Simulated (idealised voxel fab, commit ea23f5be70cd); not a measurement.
Documented hereafter: the process module known as voxel gate over fins.
Cross-section cut spans 220 nm and uses square cells 5 nm in size.
Format of a cross-section: grid, square cells. Given as bands. Order: top down. Band: one or more rows of cells.
Heads up on the band format: heights come first, top then bottom, in nm. After that it's the materials left to right, each with its width in nm. A single material flagged "throughout" fills the whole band edge to edge, and "blank" means there's empty space there.
Heads up on the height convention: 0 is the point under which the incoming wafer is all one material, and the lowest band has no bottom, it just keeps going down, like "0 down".
The expression "30->40" gives the width at the extremes of the band, the first number at its top row of cells and the second at its bottom row, with the width changing by equal amounts from each row to the next in between.
You'll sometimes find "remains unaltered" written for a step, and that's the way of saying that nowhere in the cross-section did a cell change during that step.
The entry "Sealed internal cavities" lists the empty spaces that cover at least 8 cells and have no open path to the top. Each is written as width x height at distance, where the distance is measured from the left edge and all three values are in nm.
It should be noted that, on the line of a given step, the content following the step's settings is a remark produced by the simulator itself with respect to that step.
"overlay nm" denotes, for a step that has a mask, the displacement of the mask to the right of its planned place, with negative values corresponding to the left.
## These are the steps we planned for the process
1) RECEIVE [material Si]
2) CONFORMAL_DEP [material SiN] [thk nm 5]
3) MASKED_ETCH [tone cover] [mask id FINS] [width nm 15] [pitch nm 45] [etch materials SiN] [depth nm 5] [overlay nm 0]
4) MASKED_ETCH [tone cover] [mask id FINS] [width nm 15] [pitch nm 45] [etch materials Si] [depth nm 30] [overlay nm 0]
5) FILL_DEP [material SiO2] [thk nm 15]
6) CMP [height nm 5]
7) SELECTIVE_ETCH [etch materials SiO2] [depth nm 20]
8) STRIP [etch materials SiN]
9) CONFORMAL_DEP [material HfO2] [thk nm 5]
10) CONFORMAL_DEP [material TiN] [thk nm 5]
11) FILL_DEP [material W] [thk nm 15]
12) CMP [height nm 20]
13) CONFORMAL_DEP [material SiN] [thk nm 5]
The wafers are alike at the start. At step 4, their width nm differs. The plan lists the first wafer's value.
## Cross-section: the first of several wafers in its as-received state, i.e. following step 1
* 0 down  Si throughout
* Sealed internal cavities: none
## Heads up, this table goes wafer by wafer. A row tells you, at the end of the module, how many cells of each material that wafer has put on (+) or dropped (-) since it was received, and then its closed voids
width nm 15, +68 HfO2, -192 Si, +44 SiN, +96 SiO2, +68 TiN, +136 W, Sealed internal cavities: none
width nm 20, +68 HfO2, -168 Si, +44 SiN, +84 SiO2, +68 TiN, +124 W, Sealed internal cavities: none
width nm 25, +68 HfO2, -144 Si, +44 SiN, +72 SiO2, +68 TiN, +112 W, Sealed internal cavities: none
width nm 30, +68 HfO2, -120 Si, +44 SiN, +60 SiO2, +59 TiN, +109 W, Sealed internal cavities: none
